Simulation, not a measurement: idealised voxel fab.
Title: Process Module voxel local oxidation
Cross-sectional view cut (width: 240 nm; square cell size: 5 nm).
This document writes a cross-section as a grid whose cells are square, and gives it as bands, listed from the top down; one or more rows of cells form a band.
Look at the band entry: it leads with the top's height and the bottom's height in nm. Then it lists the materials left to right, with a width in nm for each. The word "all across" on a single material says that material fills the band edge to edge. The word "blank" is empty space.
Heights are measured from 0, the level below which the as-received wafer is all one material; the lowest band has no bottom and continues downward, written as in "0 and below".
With a width like "30..40", each row of cells in the band differs from the next by the same amount, the top row carrying the first number and the bottom row the second.
"remained the same" after a step means that no cell of the cross-section changed.
What "Catalogued sealed voids" gives you is every empty space of 8 cells or more that is cut off from the top. Each appears as width x height at distance, with the distance taken from the left edge and width, height and distance all in nm.
Whatever follows a step's settings on its line is a remark the simulator itself makes about that step.
A step line may carry the setting "overlay nm", which, for steps involving a mask, states the distance by which the mask lay to the right of its intended position; negative values denote displacement to the left.
-- The process steps that were planned are listed below
1. RECEIVE, material Si
2. OXIDIZE, depth nm 5
3. CONFORMAL_DEP, material SiN, thk nm 10
4. DIRECTIONAL_DEP, material aC, thk nm 15
5. PATTERN, tone cover, mask id ACTIVE, material resist, width nm 100, thk nm 35, overlay nm 0
6. DIRECTIONAL_ETCH, etch materials aC, depth nm 15
7. STRIP, etch materials resist
8. DIRECTIONAL_ETCH, etch materials SiN, depth nm 10
9. STRIP, etch materials aC
10. SELECTIVE_ETCH, etch materials SiO2, depth nm 5
11. OXIDIZE, depth nm 15
12. STRIP, etch materials SiN
-- So, the first of our two wafers, run just as we planned it
-- Incoming wafer, cross-sectional view, post step 1
	0 and below | Si all across
	Catalogued sealed voids: none
-- Sectional view: wafer, after step 2
	0 down to -5 | SiO2 all across
	Lower than -5, everything is as it was.
-- Sectional view: wafer, after step 3
	10 down to 0 | SiN all across
	Lower than 0, everything is as it was.
-- Sectional view: wafer, after step 4
	25 down to 10 | aC all across
	Lower than 10, everything is as it was.
-- Sectional view: wafer, after step 5
	60 down to 25 | blank: 70 / resist: 100 / blank: 70
	Lower than 25, everything is as it was.
-- Sectional view: wafer, after step 6
	45 down to 25 | blank: 70 / resist: 100 / blank: 70
	25 down to 10 | blank: 70 / aC: 100 / blank: 70
	Lower than 10, everything is as it was.
-- Sectional view: wafer, after step 7
	25 down to 10 | blank: 70 / aC: 100 / blank: 70
	Lower than 10, everything is as it was.
-- Sectional view: wafer, after step 8
	25 down to 10 | blank: 70 / aC: 100 / blank: 70
	10 down to 0 | blank: 70 / SiN: 100 / blank: 70
	Lower than 0, everything is as it was.
-- Sectional view: wafer, after step 9
	10 down to 0 | blank: 70 / SiN: 100 / blank: 70
	Lower than 0, everything is as it was.
-- Sectional view: wafer, after step 10
	10 down to 0 | blank: 70 / SiN: 100 / blank: 70
	0 down to -5 | blank: 75 / SiO2: 90 / blank: 75
	Lower than -5, everything is as it was.
-- Sectional view: wafer, after step 11
	10 down to 0 | blank: 70 / SiN: 100 / blank: 70
	0 down to -5 | blank: 75 / SiO2: 90 / blank: 75
	-5 down to -20 | SiO2: 90 / Si: 60 / SiO2: 90
	Lower than -20, everything is as it was.
-- Sectional view: wafer, after step 12
	0 down to -5 | blank: 75 / SiO2: 90 / blank: 75
	Lower than -5, everything is as it was.
-- Notes, second wafer: start = first wafer's, plan = first wafer's, execution had one mistake; history identical to first through step 7
-- What the second wafer looks like in cross-section when step 8 should have wrapped up
	25 down to 10 | blank: 70 / aC: 100 / blank: 70
	10 down to 0 | blank: 70 / SiN: 100 / blank: 70
	Lower than 0, everything is as it was.
-- What the second wafer looks like in cross-section when step 9 should have wrapped up
	10 down to 0 | blank: 70 / SiN: 100 / blank: 70
	Lower than 0, everything is as it was.
-- What the second wafer looks like in cross-section when step 10 should have wrapped up
	10 down to 0 | blank: 70 / SiN: 100 / blank: 70
	0 down to -5 | blank: 75 / SiO2: 90 / blank: 75
	Lower than -5, everything is as it was.
-- What the second wafer looks like in cross-section when step 11 should have wrapped up
	10 down to 0 | blank: 70 / SiN: 100 / blank: 70
	0 down to -5 | blank: 75 / SiO2: 90 / blank: 75
	-5 down to -20 | SiO2: 90 / Si: 60 / SiO2: 90
	Lower than -20, everything is as it was.
-- What the second wafer looks like in cross-section when step 12 should have wrapped up
	0 down to -5 | blank: 75 / SiO2: 90 / blank: 75
	Lower than -5, everything is as it was.
Misprocessing identified: step 8 of the plan was carried out twice
If you compare the two wafers at the end, their cross-sections are the same, so as far as this model is concerned the mistake changes nothing.
